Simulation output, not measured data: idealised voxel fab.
The process module that follows is named voxel gate over fins.
The cross-section on display is named cut; it measures 210 nm wide, and its cells are 5 nm squares.
Cross-section spec: square-cell grid; bands listed top down; each band is one or more rows.
In this notation a band is specified by the heights of its top and bottom, in that order and in nm, after which its materials appear from left to right, each paired with its width in nm. The word "throughout" attached to a single material means that material fills the band from edge to edge; the word "empty" stands for empty space.
For the purposes of this specification, 0 denotes the height below which the wafer in its as-received condition is composed wholly of one material, and the lowermost band, lacking a lower limit, extends downward without end, as expressed in "0 -> down".
You'd read "30->40" like this: the band's top row of cells is as wide as the first number, its bottom row is as wide as the second, and going down, every row changes width by the same amount as the row before did.
"remained unchanged", as given for a step, is the statement that not any cell of the cross-section underwent a change during that step.
Listed in "Enclosed cavities": every empty space of 8 or more cells without an open way to the top. Form: width x height at distance, the distance being from the left edge, all in nm.
Post-settings text on a step line: simulator's own remark regarding the step.
The "overlay nm" setting may appear on a step's line; for a step that uses a mask, it gives how far to the right of its planned position the mask lay, and a negative value indicates the left.

-- Process steps - plan
1,RECEIVE, material Si
2,CONFORMAL_DEP, material SiN, thk nm 10
3,DIRECTIONAL_DEP, material aC, thk nm 15
4,PATTERN, tone cover, mask id FINS, material resist, width nm 15, pitch nm 45, thk nm 35, overlay nm -15
5,DIRECTIONAL_ETCH, etch materials aC, depth nm 15
6,STRIP, etch materials resist
7,DIRECTIONAL_ETCH, etch materials SiN, depth nm 10
8,DIRECTIONAL_ETCH, etch materials Si, depth nm 35
9,STRIP, etch materials aC
10,FILL_DEP, material SiO2, thk nm 15
11,CMP, height nm 10
12,SELECTIVE_ETCH, etch materials SiO2, depth nm 25
13,STRIP, etch materials SiN
14,CONFORMAL_DEP, material HfO2, thk nm 5
15,CONFORMAL_DEP, material TiN, thk nm 5
16,CONFORMAL_DEP, material TiAl, thk nm 5
17,CONFORMAL_DEP, material TiN, thk nm 5
18,FILL_DEP, material W, thk nm 10
19,CMP, height nm 25
20,CONFORMAL_DEP, material SiCN, thk nm 5
It is noted that the wafers described herein are identical at the outset and are distinguished by the overlay nm of step 4; the value stated in the plan corresponds to the first wafer.

-- As received, i.e. after step 1: cross-section through the first of several wafers
> 0 -> down | Si throughout
> Enclosed cavities: none

-- Per wafer, end of module: cells gained (+) or lost (-) per material since receipt, then closed voids
overlay nm -15; +60 HfO2; -231 Si; +42 SiCN; +132 SiO2; +60 TiAl; +108 TiN; +81 W; Enclosed cavities: none
overlay nm -10; +60 HfO2; -231 Si; +42 SiCN; +132 SiO2; +60 TiAl; +108 TiN; +81 W; Enclosed cavities: none
overlay nm -5; +60 HfO2; -231 Si; +42 SiCN; +132 SiO2; +60 TiAl; +108 TiN; +81 W; Enclosed cavities: none
overlay nm 0; +60 HfO2; -231 Si; +42 SiCN; +132 SiO2; +60 TiAl; +108 TiN; +81 W; Enclosed cavities: none
overlay nm 5; +60 HfO2; -231 Si; +42 SiCN; +132 SiO2; +60 TiAl; +108 TiN; +81 W; Enclosed cavities: none
overlay nm 10; +60 HfO2; -231 Si; +42 SiCN; +132 SiO2; +60 TiAl; +108 TiN; +81 W; Enclosed cavities: none
overlay nm 15; +60 HfO2; -231 Si; +42 SiCN; +132 SiO2; +60 TiAl; +108 TiN; +81 W; Enclosed cavities: none
